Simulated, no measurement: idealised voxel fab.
The following process module bears the name voxel self aligned vias.
Shown is cross-section cut, with a width of 220 nm and square cells of size 5 nm.
Cross-sections here: square-cell grids, written as top-down lists of bands, a band being one or more rows of cells.
Read a band's entry like this: the first values are the height of its top and the height of its bottom in nm, and what follows is the sequence of materials from left to right, each with its width in nm. Note that "blank" is empty space, and that a single material marked "throughout" reaches across the band from edge to edge.
Height reference: 0 = level under which incoming wafer is all one material. Lowest band: no bottom, runs on downward, e.g. "0 down".
It should be noted that a width expressed as "30 to 40" varies in equal increments from row to row of cells within the band, taking the value of the first number at the top row and that of the second number at the bottom row.
It should be understood that the words "nothing different", when stated for a given step, signify that the cross-section underwent no change in any of its cells during that step.
So "Entrapped void list" is basically the list of trapped voids: any empty space of 8 cells or more that can't reach the top through an opening. They're written width x height at distance, the distance being from the left edge, and it's all nm.
after a step's settings: what the simulator itself notes on the step
Among the settings permitted on a step's line is "overlay nm"; applied to a step with a mask, it specifies the extent to which the mask lay to the right of its planned position, whereas a negative figure signifies a position to the left.

THE FOLLOWING LIST GIVES THE PLANNED PROCESS STEPS
step 1: RECEIVE [material Si]
step 2: CONFORMAL_DEP [material SiO2] [thk nm 15]
step 3: CONFORMAL_DEP [material SiCN] [thk nm 5]
step 4: DIRECTIONAL_DEP [material lowk] [thk nm 30]
step 5: DIRECTIONAL_DEP [material aC] [thk nm 15]
step 6: PATTERN [tone open] [mask id LINES] [material resist] [width nm 20] [pitch nm 65] [thk nm 35] [overlay nm 0]
step 7: DIRECTIONAL_ETCH [etch materials aC] [depth nm 15]
step 8: STRIP [etch materials resist]
step 9: DIRECTIONAL_ETCH [etch materials lowk] [depth nm 30]
step 10: STRIP [etch materials aC]
step 11: CONFORMAL_DEP [material TiN] [thk nm 5]
step 12: FILL_DEP [material W] [thk nm 5]
step 13: CMP [height nm 50]
step 14: SELECTIVE_ETCH [etch materials W Ru TiN] [depth nm 5]
step 15: FILL_DEP [material SiN] [thk nm 5]
step 16: CMP [height nm 50]
step 17: DIRECTIONAL_DEP [material lowk] [thk nm 15]
step 18: MASKED_ETCH [tone open] [mask id VIAS] [width nm 40] [pitch nm 65] [etch materials lowk] [depth nm 15] [overlay nm 0]
step 19: MASKED_ETCH [tone open] [mask id VIAS] [width nm 40] [pitch nm 65] [etch materials SiN] [depth nm 5] [overlay nm 0]
step 20: CONFORMAL_DEP [material TiN] [thk nm 5]
step 21: FILL_DEP [material Cu] [thk nm 5]
step 22: CMP [height nm 65]
step 23: CONFORMAL_DEP [material SiN] [thk nm 5]

CROSS-SECTION OF THE WAFER AT RECEIPT, WHICH IS THE CONDITION AFTER STEP 1
0 down: Si throughout
Entrapped void list: none

WAFER CROSS-SECTION AT END OF MODULE: START AND PLAN AS SHOWN ABOVE, ONE EXECUTION ERROR
70 to 65: SiN throughout
65 to 50: lowk (55) | TiN (5) | Cu (30) | TiN (5) | lowk (25) | TiN (5) | Cu (30) | TiN (5) | lowk (60)
50 to 45: SiN (55) | TiN (40) | SiN (25) | TiN (40) | SiN (60)
45 to 20: W throughout
20 to 15: SiCN throughout
15 to 0: SiO2 throughout
0 down: Si throughout
Entrapped void list: none
Nonconformance to the process plan: it should be noted that step 4 was executed with settings other than those planned, the operation and settings actually applied being DIRECTIONAL_DEP [material W] [thk nm 30]
